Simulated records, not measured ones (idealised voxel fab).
Process module heading - voxel self aligned contacts
This is section cut - it's 205 nm across, gridded in 5 nm square cells.
Cross-sections here: square-cell grids, written as top-down lists of bands, a band being one or more rows of cells. Top height, bottom height, nm. Materials left to right, width each, nm. Single material + "all across" = fills band edge to edge. "empty" = empty. The reference from which all heights are counted is 0, the level beneath which the as-received wafer is entirely one material; the lowest band, having no lower bound, proceeds downward and is written after the example "from 0 down". Width "30->40": first value at the band's top row of cells, second value at its bottom row, equal change from row to row. Basically "no modification" means that step didn't change any cell in the cross-section. "Closed void listing" specifies each empty space that is not open to the top and that occupies no fewer than 8 cells, using the form width x height at distance, the distance measured from the left edge and all three quantities in nm. after a step's settings: what the simulator itself notes on the step. What "overlay nm" on a step's line means: if the step has a mask, that mask lay this far to the right of its planned place, or, when the value is negative, to the left.
THE PLANNED PROCESS STEPS ARE ENUMERATED HEREUNDER
1,RECEIVE: material Si
2,OXIDIZE: depth nm 5
3,DIRECTIONAL_DEP: material polySi, thk nm 30
4,DIRECTIONAL_DEP: material SiN, thk nm 20
5,MASKED_ETCH: tone cover, mask id GATE, width nm 25, pitch nm 60, etch materials SiN, depth nm 20, overlay nm 0
6,MASKED_ETCH: tone cover, mask id GATE, width nm 25, pitch nm 60, etch materials polySi, depth nm 30, overlay nm 0
7,CONFORMAL_DEP: material SiN, thk nm 5
8,DIRECTIONAL_ETCH: etch materials SiN, depth nm 5
9,FILL_DEP: material SiO2, thk nm 20
10,CMP: height nm 60
11,PATTERN: tone open, mask id CONTACT, material resist, width nm 45, thk nm 20, overlay nm 0
12,DIRECTIONAL_ETCH: etch materials SiO2, depth nm 65
13,STRIP: etch materials resist
14,CONFORMAL_DEP: material TiN, thk nm 5
15,FILL_DEP: material W, thk nm 5
16,CMP: height nm 60
17,CONFORMAL_DEP: material SiN, thk nm 5
ACCOUNT OF THE FIRST OF TWO WAFERS, WHICH WAS PROCESSED AS INTENDED
CROSS-SECTION, INCOMING MATERIAL, AFTER STEP 1
  from 0 down = Si all across
  Closed void listing: none
CROSS-SECTION OF THE WAFER SUBSEQUENT TO STEP 2
  from 0 to -5 = SiO2 all across
  Beneath the level -5, the cross-section is identical to its previous state.
CROSS-SECTION OF THE WAFER SUBSEQUENT TO STEP 3
  from 30 to 0 = polySi all across
  Beneath the level 0, the cross-section is identical to its previous state.
CROSS-SECTION OF THE WAFER SUBSEQUENT TO STEP 4
  from 50 to 30 = SiN all across
  Beneath the level 30, the cross-section is identical to its previous state.
CROSS-SECTION OF THE WAFER SUBSEQUENT TO STEP 5
  from 50 to 30 = empty=60, then SiN=25, then empty=35, then SiN=25, then empty=60
  Beneath the level 30, the cross-section is identical to its previous state.
CROSS-SECTION OF THE WAFER SUBSEQUENT TO STEP 6
  from 50 to 30 = empty=60, then SiN=25, then empty=35, then SiN=25, then empty=60
  from 30 to 0 = empty=60, then polySi=25, then empty=35, then polySi=25, then empty=60
  Beneath the level 0, the cross-section is identical to its previous state.
CROSS-SECTION OF THE WAFER SUBSEQUENT TO STEP 7
  from 55 to 30 = empty=55, then SiN=35, then empty=25, then SiN=35, then empty=55
  from 30 to 5 = empty=55, then SiN=5, then polySi=25, then SiN=5, then empty=25, then SiN=5, then polySi=25, then SiN=5, then empty=55
  from 5 to 0 = SiN=60, then polySi=25, then SiN=35, then polySi=25, then SiN=60
  Beneath the level 0, the cross-section is identical to its previous state.
CROSS-SECTION OF THE WAFER SUBSEQUENT TO STEP 8
  from 50 to 30 = empty=55, then SiN=35, then empty=25, then SiN=35, then empty=55
  from 30 to 0 = empty=55, then SiN=5, then polySi=25, then SiN=5, then empty=25, then SiN=5, then polySi=25, then SiN=5, then empty=55
  Beneath the level 0, the cross-section is identical to its previous state.
CROSS-SECTION OF THE WAFER SUBSEQUENT TO STEP 9
  from 70 to 50 = SiO2 all across
  from 50 to 30 = SiO2=55, then SiN=35, then SiO2=25, then SiN=35, then SiO2=55
  from 30 to 0 = SiO2=55, then SiN=5, then polySi=25, then SiN=5, then SiO2=25, then SiN=5, then polySi=25, then SiN=5, then SiO2=55
  Beneath the level 0, the cross-section is identical to its previous state.
CROSS-SECTION OF THE WAFER SUBSEQUENT TO STEP 10
  from 60 to 50 = SiO2 all across
  Beneath the level 50, the cross-section is identical to its previous state.
CROSS-SECTION OF THE WAFER SUBSEQUENT TO STEP 11
  from 80 to 60 = resist=80, then empty=45, then resist=80
  Beneath the level 60, the cross-section is identical to its previous state.
CROSS-SECTION OF THE WAFER SUBSEQUENT TO STEP 12
  from 80 to 60 = resist=80, then empty=45, then resist=80
  from 60 to 50 = SiO2=80, then empty=45, then SiO2=80
  from 50 to 30 = SiO2=55, then SiN=35, then empty=25, then SiN=35, then SiO2=55
  from 30 to 0 = SiO2=55, then SiN=5, then polySi=25, then SiN=5, then empty=25, then SiN=5, then polySi=25, then SiN=5, then SiO2=55
  from 0 to -5 = SiO2=90, then empty=25, then SiO2=90
  Beneath the level -5, the cross-section is identical to its previous state.
CROSS-SECTION OF THE WAFER SUBSEQUENT TO STEP 13
  from 60 to 50 = SiO2=80, then empty=45, then SiO2=80
  Beneath the level 50, the cross-section is identical to its previous state.
CROSS-SECTION OF THE WAFER SUBSEQUENT TO STEP 14
  from 65 to 60 = TiN=85, then empty=35, then TiN=85
  from 60 to 50 = SiO2=80, then TiN=5->15, then empty=35->15, then TiN=5->15, then SiO2=80
  from 50 to 30 = SiO2=55, then SiN=35, then TiN=5, then empty=15, then TiN=5, then SiN=35, then SiO2=55
  from 30 to 0 = SiO2=55, then SiN=5, then polySi=25, then SiN=5, then TiN=5, then empty=15, then TiN=5, then SiN=5, then polySi=25, then SiN=5, then SiO2=55
  from 0 to -5 = SiO2=90, then TiN=25, then SiO2=90
  Beneath the level -5, the cross-section is identical to its previous state.
CROSS-SECTION OF THE WAFER SUBSEQUENT TO STEP 15
  from 70 to 65 = W all across
  from 65 to 60 = TiN=85, then W=35, then TiN=85
  from 60 to 50 = SiO2=80, then TiN=5->15, then W=35->15, then TiN=5->15, then SiO2=80
  from 50 to 30 = SiO2=55, then SiN=35, then TiN=5, then W=15, then TiN=5, then SiN=35, then SiO2=55
  from 30 to 0 = SiO2=55, then SiN=5, then polySi=25, then SiN=5, then TiN=5, then W=15, then TiN=5, then SiN=5, then polySi=25, then SiN=5, then SiO2=55
  Beneath the level 0, the cross-section is identical to its previous state.
CROSS-SECTION OF THE WAFER SUBSEQUENT TO STEP 16
  from 60 to 50 = SiO2=80, then TiN=5->15, then W=35->15, then TiN=5->15, then SiO2=80
  Beneath the level 50, the cross-section is identical to its previous state.
CROSS-SECTION OF THE WAFER SUBSEQUENT TO STEP 17
  from 65 to 60 = SiN all across
  Beneath the level 60, the cross-section is identical to its previous state.
SECOND WAFER (IDENTICAL START AND PLAN, ONE PROCESSING ERROR; MATCHES FIRST WAFER THROUGH STEP 4)
CROSS-SECTION, SECOND WAFER, AT THE END TIME THE PLAN GIVES FOR STEP 5
  from 50 to 30 = empty=50, then SiN=25, then empty=35, then SiN=25, then empty=70
  Beneath the level 30, the cross-section is identical to its previous state.
CROSS-SECTION, SECOND WAFER, AT THE END TIME THE PLAN GIVES FOR STEP 6
  from 50 to 30 = empty=50, then SiN=25, then empty=35, then SiN=25, then empty=70
  from 30 to 0 = empty=50, then polySi=35, then empty=25, then polySi=35, then empty=60
  Beneath the level 0, the cross-section is identical to its previous state.
CROSS-SECTION, SECOND WAFER, AT THE END TIME THE PLAN GIVES FOR STEP 7
  from 55 to 35 = empty=45, then SiN=35, then empty=25, then SiN=35, then empty=65
  from 35 to 30 = empty=45, then SiN=45, then empty=15, then SiN=45, then empty=55
  from 30 to 5 = empty=45, then SiN=5, then polySi=35, then SiN=5, then empty=15, then SiN=5, then polySi=35, then SiN=5, then empty=55
  from 5 to 0 = SiN=50, then polySi=35, then SiN=25, then polySi=35, then SiN=60
  Beneath the level 0, the cross-section is identical to its previous state.
CROSS-SECTION, SECOND WAFER, AT THE END TIME THE PLAN GIVES FOR STEP 8
  from 50 to 30 = empty=45, then SiN=35, then empty=25, then SiN=35, then empty=65
  from 30 to 0 = empty=45, then SiN=5, then polySi=35, then SiN=5, then empty=15, then SiN=5, then polySi=35, then SiN=5, then empty=55
  Beneath the level 0, the cross-section is identical to its previous state.
CROSS-SECTION, SECOND WAFER, AT THE END TIME THE PLAN GIVES FOR STEP 9
  from 70 to 50 = SiO2 all across
  from 50 to 30 = SiO2=45, then SiN=35, then SiO2=25, then SiN=35, then SiO2=65
  from 30 to 0 = SiO2=45, then SiN=5, then polySi=35, then SiN=5, then SiO2=15, then SiN=5, then polySi=35, then SiN=5, then SiO2=55
  Beneath the level 0, the cross-section is identical to its previous state.
CROSS-SECTION, SECOND WAFER, AT THE END TIME THE PLAN GIVES FOR STEP 10
  from 60 to 50 = SiO2 all across
  Beneath the level 50, the cross-section is identical to its previous state.
CROSS-SECTION, SECOND WAFER, AT THE END TIME THE PLAN GIVES FOR STEP 11
  from 80 to 60 = resist=80, then empty=45, then resist=80
  Beneath the level 60, the cross-section is identical to its previous state.
CROSS-SECTION, SECOND WAFER, AT THE END TIME THE PLAN GIVES FOR STEP 12
  from 80 to 60 = resist=80, then empty=45, then resist=80
  from 60 to 50 = SiO2=80, then empty=45, then SiO2=80
  from 50 to 30 = SiO2=45, then SiN=35, then empty=25, then SiN=35, then SiO2=65
  from 30 to 0 = SiO2=45, then SiN=5, then polySi=35, then SiN=5, then empty=15, then SiN=5, then polySi=35, then SiN=5, then SiO2=55
  from 0 to -5 = SiO2=90, then empty=15, then SiO2=100
  Beneath the level -5, the cross-section is identical to its previous state.
CROSS-SECTION, SECOND WAFER, AT THE END TIME THE PLAN GIVES FOR STEP 13
  from 60 to 50 = SiO2=80, then empty=45, then SiO2=80
  Beneath the level 50, the cross-section is identical to its previous state.
CROSS-SECTION, SECOND WAFER, AT THE END TIME THE PLAN GIVES FOR STEP 14
  from 65 to 60 = TiN=85, then empty=35, then TiN=85
  from 60 to 50 = SiO2=80, then TiN=5, then empty=35->15, then TiN=5->25, then SiO2=80
  from 50 to 35 = SiO2=45, then SiN=35, then TiN=5, then empty=15, then TiN=5, then SiN=35, then SiO2=65
  from 35 to 30 = SiO2=45, then SiN=35, then TiN=15, then empty=5, then TiN=5, then SiN=35, then SiO2=65
  from 30 to 0 = SiO2=45, then SiN=5, then polySi=35, then SiN=5, then TiN=5, then empty=5, then TiN=5, then SiN=5, then polySi=35, then SiN=5, then SiO2=55
  from 0 to -5 = SiO2=90, then TiN=15, then SiO2=100
  Beneath the level -5, the cross-section is identical to its previous state.
CROSS-SECTION, SECOND WAFER, AT THE END TIME THE PLAN GIVES FOR STEP 15
  from 70 to 65 = W all across
  from 65 to 60 = TiN=85, then W=35, then TiN=85
  from 60 to 50 = SiO2=80, then TiN=5, then W=35->15, then TiN=5->25, then SiO2=80
  from 50 to 35 = SiO2=45, then SiN=35, then TiN=5, then W=15, then TiN=5, then SiN=35, then SiO2=65
  from 35 to 30 = SiO2=45, then SiN=35, then TiN=15, then W=5, then TiN=5, then SiN=35, then SiO2=65
  from 30 to 0 = SiO2=45, then SiN=5, then polySi=35, then SiN=5, then TiN=5, then W=5, then TiN=5, then SiN=5, then polySi=35, then SiN=5, then SiO2=55
  Beneath the level 0, the cross-section is identical to its previous state.
CROSS-SECTION, SECOND WAFER, AT THE END TIME THE PLAN GIVES FOR STEP 16
  from 60 to 50 = SiO2=80, then TiN=5, then W=35->15, then TiN=5->25, then SiO2=80
  Beneath the level 50, the cross-section is identical to its previous state.
CROSS-SECTION, SECOND WAFER, AT THE END TIME THE PLAN GIVES FOR STEP 17
  from 65 to 60 = SiN all across
  Beneath the level 60, the cross-section is identical to its previous state.
Against the plan, the run slipped here: the process deviated at step 5: the operation and settings actually run there were MASKED_ETCH: tone cover, mask id GATE, width nm 25, pitch nm 60, etch materials SiN, depth nm 20, overlay nm -10
Wrapping up, a cell-based count of both wafers puts the second over or under the first for these materials: 10 fewer of SiO2, 14 fewer of W, 24 more of polySi
